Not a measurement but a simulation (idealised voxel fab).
Process module, titled voxel ribs on slabs
Xsec cut, 250 nm wide, square cell size 5 nm.
Notation: cross-section as square-cell grid; stated in bands, top first, going down; one or more cell rows per band. Band: top height; bottom height; in nm. Then, left to right: material with width in nm, for each material. "all across": a single material spanning edge to edge. "empty": empty space. Below 0: as-received wafer, all one material; heights counted from there. Lowest band: no bottom, goes on down, written "0 down". A width such as "30..40" changes by the same amount from each row of cells to the next, from the band's top row to its bottom row. Step marked "left unchanged"? Then no cell in the cross-section changed in it. "Closed internal cavities" - sealed voids, min. 8 cells, no opening to top; format: width x height at distance (distance from left edge; nm throughout). That trailing text on a step's line, after the settings, is the simulator's own remark on the step. overlay nm: on a step with a mask, how far right of its planned place the mask lay; negative means left.
So here's the lineup of process steps we planned:
1. op RECEIVE | material Si
2. op DIRECTIONAL_DEP | material SiO2 | thk nm 30
3. op DIRECTIONAL_DEP | material polySi | thk nm 20
4. op PATTERN | tone cover | mask id RIB | material resist | width nm 30 | thk nm 15 | overlay nm 0
5. op DIRECTIONAL_ETCH | etch materials polySi | depth nm 5
6. op STRIP | etch materials resist
7. op PATTERN | tone cover | mask id SLAB | material resist | width nm 80 | thk nm 15 | overlay nm 0
8. op DIRECTIONAL_ETCH | etch materials polySi | depth nm 15
9. op STRIP | etch materials resist
10. op FILL_DEP | material SiO2 | thk nm 15
11. op CMP | height nm 60
12. op DIRECTIONAL_DEP | material W | thk nm 10
13. op PATTERN | tone cover | mask id HEATER | material resist | width nm 40 | thk nm 20 | overlay nm -15
14. op DIRECTIONAL_ETCH | etch materials W | depth nm 10
15. op STRIP | etch materials resist
16. op CONFORMAL_DEP | material SiO2 | thk nm 5
The wafers are alike at the start. At step 13, their overlay nm differs. The plan lists the first wafer's value.
As received, i.e. after step 1: cross-section through the first of several wafers:
- 0 down = Si all across
- Closed internal cavities: none
Basically each wafer gets a line in the table, showing it at the end of the module: material by material, the cells it gained (+) or lost (-) since we got it, then its closed voids:
overlay nm -15, +600 SiO2, +16 W, +54 polySi, Closed internal cavities: none
overlay nm -10, +600 SiO2, +16 W, +54 polySi, Closed internal cavities: none
overlay nm -5, +600 SiO2, +16 W, +54 polySi, Closed internal cavities: none
overlay nm 0, +600 SiO2, +16 W, +54 polySi, Closed internal cavities: none
overlay nm 5, +600 SiO2, +16 W, +54 polySi, Closed internal cavities: none
overlay nm 10, +600 SiO2, +16 W, +54 polySi, Closed internal cavities: none
overlay nm 15, +600 SiO2, +16 W, +54 polySi, Closed internal cavities: none
